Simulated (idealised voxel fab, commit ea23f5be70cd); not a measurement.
Proc. module: voxel wiring stack
Section shown: cut. Width: 250 nm. Cell size: 5 nm, square.
Reading order for cross-sections: top band down to bottom band. Underlying form: a grid of square cells. Band size: one or more rows of cells.
Band entry format. Leading values: height of top, height of bottom, nm. Remainder: materials in left-to-right order, each with its width in nm. Special words: "everywhere" on a single material, which then fills the band edge to edge; "air", empty space.
The level at which height equals 0 is the one under which the wafer, as it arrives, is entirely one material. No lower edge exists for the bottom band, which continues downward and is notated as in "0 nm and below".
You'd read "30 to 40" like this: the band's top row of cells is as wide as the first number, its bottom row is as wide as the second, and going down, every row changes width by the same amount as the row before did.
Basically "no change occurred" means that step didn't change any cell in the cross-section.
The list in "Enclosed void inventory" covers empty spaces of 8 cells or more that cannot reach the top through any open way, and it gives each as width x height at distance; the distance is from the left edge, and width, height and distance are in nm.
Heads up: the bit after the settings on a step's line is the simulator's remark on that step.
You can add "overlay nm" to a step's line. For a step with a mask, it describes how far the mask lay to the right of its planned position, and a negative number describes a lay to the left.
From here on the document is pairs. In a pair, the cross-section before one process step comes with the cross-section after it, and the latter goes no deeper than the lowest band that changed. What lies in between, the step and its settings, is written under the pair. A pair may be from a different run of this module on the same starting wafer than the pair above it, so it continues from that pair only where its entry headed "Pre-step geometry" says so.

Pre-step geometry
- 45 nm to 35 nm | Cu everywhere
- 35 nm to 30 nm | TiN: 90 / Cu: 15 / TiN: 35 / Cu: 15 / TiN: 95
- 30 nm to 20 nm | SiO2: 85 / TiN: 5 / Cu: 15 / TiN: 5 / SiO2: 25 / TiN: 5 / Cu: 15 / TiN: 5 / SiO2: 90
- 20 nm to 15 nm | SiO2: 85 / TiN: 25 / SiO2: 25 / TiN: 25 / SiO2: 90
- 15 nm to 5 nm | SiO2 everywhere
- 5 nm to 0 nm | SiN everywhere
- 0 nm and below | Si everywhere
- Enclosed void inventory: none

Post-Step Geometry
- 30 nm to 20 nm | SiO2: 85 / TiN: 5 / Cu: 15 / TiN: 5 / SiO2: 25 / TiN: 5 / Cu: 15 / TiN: 5 / SiO2: 90
- At heights below 20, the structure remains unaltered.
- Enclosed void inventory: none
The transition between the preceding cross-sections is accomplished by CMP (height nm 30)

Pre-step geometry: This step starts from the configuration shown after the step in the pair immediately above.

Post-Step Geometry
- 35 nm to 30 nm | air: 80 / Ru: 35 / air: 15 / Ru: 35 / air: 85
- At heights below 30, the structure remains unaltered.
- Enclosed void inventory: none
The transition between the preceding cross-sections is accomplished by EPI (material Ru; thk nm 5)

Pre-step geometry: This step starts from the configuration shown after the step in the pair immediately above.

Post-Step Geometry
- 40 nm to 35 nm | SiCN everywhere
- 35 nm to 30 nm | SiCN: 80 / Ru: 35 / SiCN: 15 / Ru: 35 / SiCN: 85
- At heights below 30, the structure remains unaltered.
- Enclosed void inventory: none
The transition between the preceding cross-sections is accomplished by FILL_DEP (material SiCN; thk nm 5)

Pre-step geometry: This step starts from the configuration shown after the step in the pair immediately above.

Post-Step Geometry
- 55 nm to 40 nm | lowk everywhere
- At heights below 40, the structure remains unaltered.
- Enclosed void inventory: none
The transition between the preceding cross-sections is accomplished by DIRECTIONAL_DEP (material lowk; thk nm 15)

Pre-step geometry: This step starts from the configuration shown after the step in the pair immediately above.

Post-Step Geometry
- 55 nm to 40 nm | lowk: 85 / air: 15 / lowk: 35 / air: 15 / lowk: 100
- At heights below 40, the structure remains unaltered.
- Enclosed void inventory: none
The transition between the preceding cross-sections is accomplished by MASKED_ETCH (tone open; mask id PLUG_1; width nm 15; pitch nm 50; etch materials lowk; depth nm 15; overlay nm 0)

Pre-step geometry: This step starts from the configuration shown after the step in the pair immediately above.

Post-Step Geometry
- 55 nm to 40 nm | lowk: 85 / air: 15 / lowk: 35 / air: 15 / lowk: 100
- 40 nm to 35 nm | SiCN: 85 / air: 15 / SiCN: 35 / air: 15 / SiCN: 100
- At heights below 35, the structure remains unaltered.
- Enclosed void inventory: none
The transition between the preceding cross-sections is accomplished by MASKED_ETCH (tone open; mask id PLUG_1; width nm 15; pitch nm 50; etch materials SiCN; depth nm 5; overlay nm 0)

Pre-step geometry: This step starts from the configuration shown after the step in the pair immediately above.

Post-Step Geometry
- 55 nm to 45 nm | lowk: 85 / air: 15 / lowk: 35 / air: 15 / lowk: 100
- 45 nm to 40 nm | lowk: 85 / Ru: 15 / lowk: 35 / Ru: 15 / lowk: 100
- 40 nm to 30 nm | SiCN: 85 to 80 / Ru: 15 to 35 / SiCN: 35 to 15 / Ru: 15 to 35 / SiCN: 100 to 85
- At heights below 30, the structure remains unaltered.
- Enclosed void inventory: none
The transition between the preceding cross-sections is accomplished by EPI (material Ru; thk nm 10)

Pre-step geometry: This step starts from the configuration shown after the step in the pair immediately above.

Post-Step Geometry
- 55 nm to 40 nm | lowk: 85 / Ru: 15 / lowk: 35 / Ru: 15 / lowk: 100
- At heights below 40, the structure remains unaltered.
- Enclosed void inventory: none
The transition between the preceding cross-sections is accomplished by EPI (material Ru; thk nm 10)

Pre-step geometry: This step starts from the configuration shown after the step in the pair immediately above.

Post-Step Geometry
- 60 nm to 55 nm | SiN everywhere
- At heights below 55, the structure remains unaltered.
- Enclosed void inventory: none
The transition between the preceding cross-sections is accomplished by CONFORMAL_DEP (material SiN; thk nm 5)

Pre-step geometry: This step starts from the configuration shown after the step in the pair immediately above.

Post-Step Geometry
- 85 nm to 60 nm | SiO2 everywhere
- At heights below 60, the structure remains unaltered.
- Enclosed void inventory: none
The transition between the preceding cross-sections is accomplished by DIRECTIONAL_DEP (material SiO2; thk nm 25)

Pre-step geometry: This step starts from the configuration shown after the step in the pair immediately above.

Post-Step Geometry
- 105 nm to 85 nm | resist: 85 / air: 25 / resist: 25 / air: 25 / resist: 90
- At heights below 85, the structure remains unaltered.
- Enclosed void inventory: none
The transition between the preceding cross-sections is accomplished by PATTERN (tone open; mask id METAL_2; material resist; width nm 25; pitch nm 50; thk nm 20; overlay nm 0)

Pre-step geometry: This step starts from the configuration shown after the step in the pair immediately above.

Post-Step Geometry
- 105 nm to 85 nm | resist: 85 / air: 25 / resist: 25 / air: 25 / resist: 90
- 85 nm to 60 nm | SiO2: 85 / air: 25 / SiO2: 25 / air: 25 / SiO2: 90
- At heights below 60, the structure remains unaltered.
- Enclosed void inventory: none
The transition between the preceding cross-sections is accomplished by DIRECTIONAL_ETCH (etch materials SiO2; depth nm 25)

Pre-step geometry: This step starts from the configuration shown after the step in the pair immediately above.

Post-Step Geometry
- 105 nm to 85 nm | resist: 85 / air: 25 / resist: 25 / air: 25 / resist: 90
- 85 nm to 60 nm | SiO2: 85 / air: 25 / SiO2: 25 / air: 25 / SiO2: 90
- 60 nm to 55 nm | SiN: 85 / air: 25 / SiN: 25 / air: 25 / SiN: 90
- At heights below 55, the structure remains unaltered.
- Enclosed void inventory: none
The transition between the preceding cross-sections is accomplished by DIRECTIONAL_ETCH (etch materials SiN; depth nm 5)

Pre-step geometry: This step starts from the configuration shown after the step in the pair immediately above.

Post-Step Geometry
- 85 nm to 60 nm | SiO2: 85 / air: 25 / SiO2: 25 / air: 25 / SiO2: 90
- At heights below 60, the structure remains unaltered.
- Enclosed void inventory: none
The transition between the preceding cross-sections is accomplished by STRIP (etch materials resist)

Pre-step geometry: This step starts from the configuration shown after the step in the pair immediately above.

Post-Step Geometry
- 90 nm to 85 nm | TiN: 90 / air: 15 / TiN: 35 / air: 15 / TiN: 95
- 85 nm to 60 nm | SiO2: 85 / TiN: 5 / air: 15 / TiN: 5 / SiO2: 25 / TiN: 5 / air: 15 / TiN: 5 / SiO2: 90
- 60 nm to 55 nm | SiN: 85 / TiN: 25 / SiN: 25 / TiN: 25 / SiN: 90
- At heights below 55, the structure remains unaltered.
- Enclosed void inventory: none
The transition between the preceding cross-sections is accomplished by CONFORMAL_DEP (material TiN; thk nm 5)

Pre-step geometry: This step starts from the configuration shown after the step in the pair immediately above.

Post-Step Geometry
- 95 nm to 90 nm | Cu everywhere
- 90 nm to 85 nm | TiN: 90 / Cu: 15 / TiN: 35 / Cu: 15 / TiN: 95
- 85 nm to 60 nm | SiO2: 85 / TiN: 5 / Cu: 15 / TiN: 5 / SiO2: 25 / TiN: 5 / Cu: 15 / TiN: 5 / SiO2: 90
- At heights below 60, the structure remains unaltered.
- Enclosed void inventory: none
The transition between the preceding cross-sections is accomplished by FILL_DEP (material Cu; thk nm 5)

Pre-step geometry: This step starts from the configuration shown after the step in the pair immediately above.

Post-Step Geometry
- 85 nm to 60 nm | SiO2: 85 / TiN: 5 / Cu: 15 / TiN: 5 / SiO2: 25 / TiN: 5 / Cu: 15 / TiN: 5 / SiO2: 90
- At heights below 60, the structure remains unaltered.
- Enclosed void inventory: none
The transition between the preceding cross-sections is accomplished by CMP (height nm 85)

Pre-step geometry: This step starts from the configuration shown after the step in the pair immediately above.

Post-Step Geometry
- 90 nm to 85 nm | SiN everywhere
- At heights below 85, the structure remains unaltered.
- Enclosed void inventory: none
The transition between the preceding cross-sections is accomplished by CONFORMAL_DEP (material SiN; thk nm 5)

Pre-step geometry
- 95 nm to 90 nm | Cu everywhere
- 90 nm to 85 nm | TiN: 90 / Cu: 15 / TiN: 35 / Cu: 15 / TiN: 95
- 85 nm to 60 nm | SiO2: 85 / TiN: 5 / Cu: 15 / TiN: 5 / SiO2: 25 / TiN: 5 / Cu: 15 / TiN: 5 / SiO2: 90
- 60 nm to 55 nm | SiN: 85 / TiN: 25 / SiN: 25 / TiN: 25 / SiN: 90
- 55 nm to 40 nm | lowk: 85 / Ru: 15 / lowk: 35 / Ru: 15 / lowk: 100
- 40 nm to 30 nm | SiCN: 85 to 80 / Ru: 15 to 35 / SiCN: 35 to 15 / Ru: 15 to 35 / SiCN: 100 to 85
- 30 nm to 15 nm | SiO2: 85 / TiN: 5 / Cu: 15 / TiN: 5 / SiO2: 25 / TiN: 5 / Cu: 15 / TiN: 5 / SiO2: 90
- 15 nm to 10 nm | SiN: 85 / TiN: 25 / SiN: 25 / TiN: 25 / SiN: 90
- 10 nm to 0 nm | SiO2 everywhere
- 0 nm and below | Si everywhere
- Enclosed void inventory: none

Post-Step Geometry
- 80 nm to 60 nm | SiO2: 85 / TiN: 5 / Cu: 15 / TiN: 5 / SiO2: 25 / TiN: 5 / Cu: 15 / TiN: 5 / SiO2: 90
- At heights below 60, the structure remains unaltered.
- Enclosed void inventory: none
The transition between the preceding cross-sections is accomplished by CMP (height nm 80)

Pre-step geometry: This step starts from the configuration shown after the step in the pair immediately above.

Post-Step Geometry
- 85 nm to 80 nm | SiN everywhere
- At heights below 80, the structure remains unaltered.
- Enclosed void inventory: none
The transition between the preceding cross-sections is accomplished by CONFORMAL_DEP (material SiN; thk nm 5)

Pre-step geometry
- 30 nm to 15 nm | SiO2 everywhere
- 15 nm to 10 nm | SiN everywhere
- 10 nm to 0 nm | SiO2 everywhere
- 0 nm and below | Si everywhere
- Enclosed void inventory: none

Post-Step Geometry
- 30 nm to 15 nm | SiO2: 90 / air: 15 / SiO2: 35 / air: 15 / SiO2: 95
- At heights below 15, the structure remains unaltered.
- Enclosed void inventory: none
The transition between the preceding cross-sections is accomplished by MASKED_ETCH (tone open; mask id METAL_1; width nm 15; pitch nm 50; etch materials SiO2; depth nm 15; overlay nm 0)

Pre-step geometry: This step starts from the configuration shown after the step in the pair immediately above.

Post-Step Geometry
- 30 nm to 15 nm | SiO2: 90 / air: 15 / SiO2: 35 / air: 15 / SiO2: 95
- 15 nm to 10 nm | SiN: 90 / air: 15 / SiN: 35 / air: 15 / SiN: 95
- At heights below 10, the structure remains unaltered.
- Enclosed void inventory: none
The transition between the preceding cross-sections is accomplished by MASKED_ETCH (tone open; mask id METAL_1; width nm 25; pitch nm 50; etch materials SiN; depth nm 5; overlay nm 0)

Pre-step geometry: This step starts from the configuration shown after the step in the pair immediately above.

Post-Step Geometry
- 35 nm to 30 nm | TiN: 95 / air: 5 / TiN: 45 / air: 5 / TiN: 100
- 30 nm to 15 nm | SiO2: 90 / TiN: 5 / air: 5 / TiN: 5 / SiO2: 35 / TiN: 5 / air: 5 / TiN: 5 / SiO2: 95
- 15 nm to 10 nm | SiN: 90 / TiN: 15 / SiN: 35 / TiN: 15 / SiN: 95
- At heights below 10, the structure remains unaltered.
- Enclosed void inventory: none
The transition between the preceding cross-sections is accomplished by CONFORMAL_DEP (material TiN; thk nm 5)

Pre-step geometry: This step starts from the configuration shown after the step in the pair immediately above.

Post-Step Geometry
- 45 nm to 35 nm | Cu everywhere
- 35 nm to 30 nm | TiN: 95 / Cu: 5 / TiN: 45 / Cu: 5 / TiN: 100
- 30 nm to 15 nm | SiO2: 90 / TiN: 5 / Cu: 5 / TiN: 5 / SiO2: 35 / TiN: 5 / Cu: 5 / TiN: 5 / SiO2: 95
- At heights below 15, the structure remains unaltered.
- Enclosed void inventory: none
The transition between the preceding cross-sections is accomplished by FILL_DEP (material Cu; thk nm 10)

Pre-step geometry: This step starts from the configuration shown after the step in the pair immediately above.

Post-Step Geometry
- 30 nm to 15 nm | SiO2: 90 / TiN: 5 / Cu: 5 / TiN: 5 / SiO2: 35 / TiN: 5 / Cu: 5 / TiN: 5 / SiO2: 95
- At heights below 15, the structure remains unaltered.
- Enclosed void inventory: none
The transition between the preceding cross-sections is accomplished by CMP (height nm 30)

Pre-step geometry: This step starts from the configuration shown after the step in the pair immediately above.

Post-Step Geometry
- 35 nm to 30 nm | air: 85 / Ru: 25 / air: 25 / Ru: 25 / air: 90
- At heights below 30, the structure remains unaltered.
- Enclosed void inventory: none
The transition between the preceding cross-sections is accomplished by EPI (material Ru; thk nm 5)

Pre-step geometry: This step starts from the configuration shown after the step in the pair immediately above.

Post-Step Geometry
- 40 nm to 35 nm | SiCN everywhere
- 35 nm to 30 nm | SiCN: 85 / Ru: 25 / SiCN: 25 / Ru: 25 / SiCN: 90
- At heights below 30, the structure remains unaltered.
- Enclosed void inventory: none
The transition between the preceding cross-sections is accomplished by FILL_DEP (material SiCN; thk nm 5)

Pre-step geometry: This step starts from the configuration shown after the step in the pair immediately above.

Post-Step Geometry
- 55 nm to 40 nm | lowk everywhere
- At heights below 40, the structure remains unaltered.
- Enclosed void inventory: none
The transition between the preceding cross-sections is accomplished by DIRECTIONAL_DEP (material lowk; thk nm 15)

Pre-step geometry: This step starts from the configuration shown after the step in the pair immediately above.

Post-Step Geometry
- 55 nm to 40 nm | lowk: 85 / air: 15 / lowk: 35 / air: 15 / lowk: 100
- At heights below 40, the structure remains unaltered.
- Enclosed void inventory: none
The transition between the preceding cross-sections is accomplished by MASKED_ETCH (tone open; mask id PLUG_1; width nm 15; pitch nm 50; etch materials lowk; depth nm 15; overlay nm 0)

Pre-step geometry: This step starts from the configuration shown after the step in the pair immediately above.

Post-Step Geometry
- 55 nm to 40 nm | lowk: 85 / air: 15 / lowk: 35 / air: 15 / lowk: 100
- 40 nm to 35 nm | SiCN: 85 / air: 15 / SiCN: 35 / air: 15 / SiCN: 100
- At heights below 35, the structure remains unaltered.
- Enclosed void inventory: none
The transition between the preceding cross-sections is accomplished by MASKED_ETCH (tone open; mask id PLUG_1; width nm 15; pitch nm 50; etch materials SiCN; depth nm 5; overlay nm 0)

Pre-step geometry: This step starts from the configuration shown after the step in the pair immediately above.

Post-Step Geometry
- 55 nm to 45 nm | lowk: 85 / air: 15 / lowk: 35 / air: 15 / lowk: 100
- 45 nm to 40 nm | lowk: 85 / Ru: 15 / lowk: 35 / Ru: 15 / lowk: 100
- 40 nm to 30 nm | SiCN: 85 / Ru: 15 to 25 / SiCN: 35 to 25 / Ru: 15 to 25 / SiCN: 100 to 90
- At heights below 30, the structure remains unaltered.
- Enclosed void inventory: none
The transition between the preceding cross-sections is accomplished by EPI (material Ru; thk nm 10)

Pre-step geometry: This step starts from the configuration shown after the step in the pair immediately above.

Post-Step Geometry
- 55 nm to 40 nm | lowk: 85 / Ru: 15 / lowk: 35 / Ru: 15 / lowk: 100
- At heights below 40, the structure remains unaltered.
- Enclosed void inventory: none
The transition between the preceding cross-sections is accomplished by EPI (material Ru; thk nm 10)

Pre-step geometry: This step starts from the configuration shown after the step in the pair immediately above.

Post-Step Geometry
- 60 nm to 55 nm | SiN everywhere
- At heights below 55, the structure remains unaltered.
- Enclosed void inventory: none
The transition between the preceding cross-sections is accomplished by CONFORMAL_DEP (material SiN; thk nm 5)

Pre-step geometry: This step starts from the configuration shown after the step in the pair immediately above.

Post-Step Geometry
- 85 nm to 60 nm | SiO2 everywhere
- At heights below 60, the structure remains unaltered.
- Enclosed void inventory: none
The transition between the preceding cross-sections is accomplished by DIRECTIONAL_DEP (material SiO2; thk nm 25)

Pre-step geometry: This step starts from the configuration shown after the step in the pair immediately above.

Post-Step Geometry
- 105 nm to 85 nm | resist: 85 / air: 25 / resist: 25 / air: 25 / resist: 90
- At heights below 85, the structure remains unaltered.
- Enclosed void inventory: none
The transition between the preceding cross-sections is accomplished by PATTERN (tone open; mask id METAL_2; material resist; width nm 25; pitch nm 50; thk nm 20; overlay nm 0)

Pre-step geometry: This step starts from the configuration shown after the step in the pair immediately above.

Post-Step Geometry
- 105 nm to 85 nm | resist: 85 / air: 25 / resist: 25 / air: 25 / resist: 90
- 85 nm to 60 nm | SiO2: 85 / air: 25 / SiO2: 25 / air: 25 / SiO2: 90
- At heights below 60, the structure remains unaltered.
- Enclosed void inventory: none
The transition between the preceding cross-sections is accomplished by DIRECTIONAL_ETCH (etch materials SiO2; depth nm 25)

Pre-step geometry: This step starts from the configuration shown after the step in the pair immediately above.

Post-Step Geometry
- 105 nm to 85 nm | resist: 85 / air: 25 / resist: 25 / air: 25 / resist: 90
- 85 nm to 60 nm | SiO2: 85 / air: 25 / SiO2: 25 / air: 25 / SiO2: 90
- 60 nm to 55 nm | SiN: 85 / air: 25 / SiN: 25 / air: 25 / SiN: 90
- At heights below 55, the structure remains unaltered.
- Enclosed void inventory: none
The transition between the preceding cross-sections is accomplished by DIRECTIONAL_ETCH (etch materials SiN; depth nm 5)

Pre-step geometry: This step starts from the configuration shown after the step in the pair immediately above.

Post-Step Geometry
- 85 nm to 60 nm | SiO2: 85 / air: 25 / SiO2: 25 / air: 25 / SiO2: 90
- At heights below 60, the structure remains unaltered.
- Enclosed void inventory: none
The transition between the preceding cross-sections is accomplished by STRIP (etch materials resist)

Pre-step geometry: This step starts from the configuration shown after the step in the pair immediately above.

Post-Step Geometry
- 90 nm to 85 nm | TiN: 90 / air: 15 / TiN: 35 / air: 15 / TiN: 95
- 85 nm to 60 nm | SiO2: 85 / TiN: 5 / air: 15 / TiN: 5 / SiO2: 25 / TiN: 5 / air: 15 / TiN: 5 / SiO2: 90
- 60 nm to 55 nm | SiN: 85 / TiN: 25 / SiN: 25 / TiN: 25 / SiN: 90
- At heights below 55, the structure remains unaltered.
- Enclosed void inventory: none
The transition between the preceding cross-sections is accomplished by CONFORMAL_DEP (material TiN; thk nm 5)

Pre-step geometry: This step starts from the configuration shown after the step in the pair immediately above.

Post-Step Geometry
- 95 nm to 90 nm | Cu everywhere
- 90 nm to 85 nm | TiN: 90 / Cu: 15 / TiN: 35 / Cu: 15 / TiN: 95
- 85 nm to 60 nm | SiO2: 85 / TiN: 5 / Cu: 15 / TiN: 5 / SiO2: 25 / TiN: 5 / Cu: 15 / TiN: 5 / SiO2: 90
- At heights below 60, the structure remains unaltered.
- Enclosed void inventory: none
The transition between the preceding cross-sections is accomplished by FILL_DEP (material Cu; thk nm 5)

Pre-step geometry: This step starts from the configuration shown after the step in the pair immediately above.

Post-Step Geometry
- 85 nm to 60 nm | SiO2: 85 / TiN: 5 / Cu: 15 / TiN: 5 / SiO2: 25 / TiN: 5 / Cu: 15 / TiN: 5 / SiO2: 90
- At heights below 60, the structure remains unaltered.
- Enclosed void inventory: none
The transition between the preceding cross-sections is accomplished by CMP (height nm 85)

Pre-step geometry: This step starts from the configuration shown after the step in the pair immediately above.

Post-Step Geometry
- 90 nm to 85 nm | SiN everywhere
- At heights below 85, the structure remains unaltered.
- Enclosed void inventory: none
The transition between the preceding cross-sections is accomplished by CONFORMAL_DEP (material SiN; thk nm 5)

Pre-step geometry
- 55 nm to 40 nm | lowk everywhere
- 40 nm to 35 nm | SiCN everywhere
- 35 nm to 30 nm | SiCN: 80 / Ru: 35 / SiCN: 15 / Ru: 35 / SiCN: 85
- 30 nm to 15 nm | SiO2: 85 / TiN: 5 / Cu: 15 / TiN: 5 / SiO2: 25 / TiN: 5 / Cu: 15 / TiN: 5 / SiO2: 90
- 15 nm to 10 nm | SiN: 85 / TiN: 25 / SiN: 25 / TiN: 25 / SiN: 90
- 10 nm to 0 nm | SiO2 everywhere
- 0 nm and below | Si everywhere
- Enclosed void inventory: none

Post-Step Geometry
- 55 nm to 40 nm | lowk: 75 / air: 15 / lowk: 35 / air: 15 / lowk: 110
- At heights below 40, the structure remains unaltered.
- Enclosed void inventory: none
The transition between the preceding cross-sections is accomplished by MASKED_ETCH (tone open; mask id PLUG_1; width nm 15; pitch nm 50; etch materials lowk; depth nm 15; overlay nm -10)

Pre-step geometry: This step starts from the configuration shown after the step in the pair immediately above.

Post-Step Geometry
- 55 nm to 40 nm | lowk: 75 / air: 15 / lowk: 35 / air: 15 / lowk: 110
- 40 nm to 35 nm | SiCN: 85 / air: 5 / SiCN: 45 / air: 5 / SiCN: 110
- At heights below 35, the structure remains unaltered.
- Enclosed void inventory: none
The transition between the preceding cross-sections is accomplished by MASKED_ETCH (tone open; mask id PLUG_1; width nm 15; pitch nm 50; etch materials SiCN; depth nm 5; overlay nm 0)

Pre-step geometry: This step starts from the configuration shown after the step in the pair immediately above.

Post-Step Geometry
- 55 nm to 45 nm | lowk: 75 / air: 15 / lowk: 35 / air: 15 / lowk: 110
- 45 nm to 40 nm | lowk: 75 / air: 5 / Ru: 10 / lowk: 35 / air: 5 / Ru: 10 / lowk: 110
- 40 nm to 30 nm | SiCN: 85 to 80 / Ru: 5 to 35 / SiCN: 45 to 15 / Ru: 5 to 35 / SiCN: 110 to 85
- At heights below 30, the structure remains unaltered.
- Enclosed void inventory: none
The transition between the preceding cross-sections is accomplished by EPI (material Ru; thk nm 10)

Pre-step geometry: This step starts from the configuration shown after the step in the pair immediately above.

Post-Step Geometry
- 55 nm to 40 nm | lowk: 75 / Ru: 15 / lowk: 35 / Ru: 15 / lowk: 110
- At heights below 40, the structure remains unaltered.
- Enclosed void inventory: none
The transition between the preceding cross-sections is accomplished by EPI (material Ru; thk nm 10)

Pre-step geometry: This step starts from the configuration shown after the step in the pair immediately above.

Post-Step Geometry
- 60 nm to 55 nm | SiN everywhere
- At heights below 55, the structure remains unaltered.
- Enclosed void inventory: none
The transition between the preceding cross-sections is accomplished by CONFORMAL_DEP (material SiN; thk nm 5)

Pre-step geometry: This step starts from the configuration shown after the step in the pair immediately above.

Post-Step Geometry
- 85 nm to 60 nm | SiO2 everywhere
- At heights below 60, the structure remains unaltered.
- Enclosed void inventory: none
The transition between the preceding cross-sections is accomplished by DIRECTIONAL_DEP (material SiO2; thk nm 25)

Pre-step geometry: This step starts from the configuration shown after the step in the pair immediately above.

Post-Step Geometry
- 105 nm to 85 nm | resist: 85 / air: 25 / resist: 25 / air: 25 / resist: 90
- At heights below 85, the structure remains unaltered.
- Enclosed void inventory: none
The transition between the preceding cross-sections is accomplished by PATTERN (tone open; mask id METAL_2; material resist; width nm 25; pitch nm 50; thk nm 20; overlay nm 0)

Pre-step geometry: This step starts from the configuration shown after the step in the pair immediately above.

Post-Step Geometry
- 105 nm to 85 nm | resist: 85 / air: 25 / resist: 25 / air: 25 / resist: 90
- 85 nm to 60 nm | SiO2: 85 / air: 25 / SiO2: 25 / air: 25 / SiO2: 90
- At heights below 60, the structure remains unaltered.
- Enclosed void inventory: none
The transition between the preceding cross-sections is accomplished by DIRECTIONAL_ETCH (etch materials SiO2; depth nm 25)

Pre-step geometry: This step starts from the configuration shown after the step in the pair immediately above.

Post-Step Geometry
- 105 nm to 85 nm | resist: 85 / air: 25 / resist: 25 / air: 25 / resist: 90
- 85 nm to 60 nm | SiO2: 85 / air: 25 / SiO2: 25 / air: 25 / SiO2: 90
- 60 nm to 55 nm | SiN: 85 / air: 25 / SiN: 25 / air: 25 / SiN: 90
- At heights below 55, the structure remains unaltered.
- Enclosed void inventory: none
The transition between the preceding cross-sections is accomplished by DIRECTIONAL_ETCH (etch materials SiN; depth nm 5)

Pre-step geometry: This step starts from the configuration shown after the step in the pair immediately above.

Post-Step Geometry
- 85 nm to 60 nm | SiO2: 85 / air: 25 / SiO2: 25 / air: 25 / SiO2: 90
- At heights below 60, the structure remains unaltered.
- Enclosed void inventory: none
The transition between the preceding cross-sections is accomplished by STRIP (etch materials resist)

Pre-step geometry: This step starts from the configuration shown after the step in the pair immediately above.

Post-Step Geometry
- 90 nm to 85 nm | TiN: 90 / air: 15 / TiN: 35 / air: 15 / TiN: 95
- 85 nm to 60 nm | SiO2: 85 / TiN: 5 / air: 15 / TiN: 5 / SiO2: 25 / TiN: 5 / air: 15 / TiN: 5 / SiO2: 90
- 60 nm to 55 nm | SiN: 85 / TiN: 25 / SiN: 25 / TiN: 25 / SiN: 90
- At heights below 55, the structure remains unaltered.
- Enclosed void inventory: none
The transition between the preceding cross-sections is accomplished by CONFORMAL_DEP (material TiN; thk nm 5)

Pre-step geometry: This step starts from the configuration shown after the step in the pair immediately above.

Post-Step Geometry
- 95 nm to 90 nm | Cu everywhere
- 90 nm to 85 nm | TiN: 90 / Cu: 15 / TiN: 35 / Cu: 15 / TiN: 95
- 85 nm to 60 nm | SiO2: 85 / TiN: 5 / Cu: 15 / TiN: 5 / SiO2: 25 / TiN: 5 / Cu: 15 / TiN: 5 / SiO2: 90
- At heights below 60, the structure remains unaltered.
- Enclosed void inventory: none
The transition between the preceding cross-sections is accomplished by FILL_DEP (material Cu; thk nm 5)

Pre-step geometry: This step starts from the configuration shown after the step in the pair immediately above.

Post-Step Geometry
- 85 nm to 60 nm | SiO2: 85 / TiN: 5 / Cu: 15 / TiN: 5 / SiO2: 25 / TiN: 5 / Cu: 15 / TiN: 5 / SiO2: 90
- At heights below 60, the structure remains unaltered.
- Enclosed void inventory: none
The transition between the preceding cross-sections is accomplished by CMP (height nm 85)

Pre-step geometry: This step starts from the configuration shown after the step in the pair immediately above.

Post-Step Geometry
- 90 nm to 85 nm | SiN everywhere
- At heights below 85, the structure remains unaltered.
- Enclosed void inventory: none
The transition between the preceding cross-sections is accomplished by CONFORMAL_DEP (material SiN; thk nm 5)

Pre-step geometry
- 15 nm to 10 nm | SiN everywhere
- 10 nm to 0 nm | SiO2 everywhere
- 0 nm and below | Si everywhere
- Enclosed void inventory: none

Post-Step Geometry
- 30 nm to 15 nm | lowk everywhere
- At heights below 15, the structure remains unaltered.
- Enclosed void inventory: none
The transition between the preceding cross-sections is accomplished by DIRECTIONAL_DEP (material lowk; thk nm 15)

Pre-step geometry: This step starts from the configuration shown after the step in the pair immediately above.

Post-Step Geometry
- 35 nm to 30 nm | TiN everywhere
- At heights below 30, the structure remains unaltered.
- Enclosed void inventory: none
The transition between the preceding cross-sections is accomplished by CONFORMAL_DEP (material TiN; thk nm 5)

Pre-step geometry: This step starts from the configuration shown after the step in the pair immediately above.

Post-Step Geometry
- 45 nm to 35 nm | Cu everywhere
- At heights below 35, the structure remains unaltered.
- Enclosed void inventory: none
The transition between the preceding cross-sections is accomplished by FILL_DEP (material Cu; thk nm 10)

Pre-step geometry: This step starts from the configuration shown after the step in the pair immediately above.

Post-Step Geometry
- 30 nm to 15 nm | lowk everywhere
- At heights below 15, the structure remains unaltered.
- Enclosed void inventory: none
The transition between the preceding cross-sections is accomplished by CMP (height nm 30)

Pre-step geometry: This step starts from the configuration shown after the step in the pair immediately above.

Post-Step Geometry
- 35 nm to 30 nm | SiCN everywhere
- At heights below 30, the structure remains unaltered.
- Enclosed void inventory: none
The transition between the preceding cross-sections is accomplished by FILL_DEP (material SiCN; thk nm 5)

Pre-step geometry: This step starts from the configuration shown after the step in the pair immediately above.

Post-Step Geometry
- 50 nm to 35 nm | lowk everywhere
- At heights below 35, the structure remains unaltered.
- Enclosed void inventory: none
The transition between the preceding cross-sections is accomplished by DIRECTIONAL_DEP (material lowk; thk nm 15)

Pre-step geometry: This step starts from the configuration shown after the step in the pair immediately above.

Post-Step Geometry
- 50 nm to 35 nm | lowk: 85 / air: 15 / lowk: 35 / air: 15 / lowk: 100
- At heights below 35, the structure remains unaltered.
- Enclosed void inventory: none
The transition between the preceding cross-sections is accomplished by MASKED_ETCH (tone open; mask id PLUG_1; width nm 15; pitch nm 50; etch materials lowk; depth nm 15; overlay nm 0)

Pre-step geometry: This step starts from the configuration shown after the step in the pair immediately above.

Post-Step Geometry
- 50 nm to 35 nm | lowk: 85 / air: 15 / lowk: 35 / air: 15 / lowk: 100
- 35 nm to 30 nm | SiCN: 85 / air: 15 / SiCN: 35 / air: 15 / SiCN: 100
- At heights below 30, the structure remains unaltered.
- Enclosed void inventory: none
The transition between the preceding cross-sections is accomplished by MASKED_ETCH (tone open; mask id PLUG_1; width nm 15; pitch nm 50; etch materials SiCN; depth nm 5; overlay nm 0)

Pre-step geometry: This step starts from the configuration shown after the step in the pair immediately above.

Post-Step Geometry
- 55 nm to 50 nm | SiN: 90 / air: 5 / SiN: 45 / air: 5 / SiN: 105
- 50 nm to 35 nm | lowk: 85 / SiN: 5 / air: 5 / SiN: 5 / lowk: 35 / SiN: 5 / air: 5 / SiN: 5 / lowk: 100
- 35 nm to 30 nm | SiCN: 85 / SiN: 15 / SiCN: 35 / SiN: 15 / SiCN: 100
- At heights below 30, the structure remains unaltered.
- Enclosed void inventory: none
The transition between the preceding cross-sections is accomplished by CONFORMAL_DEP (material SiN; thk nm 5)
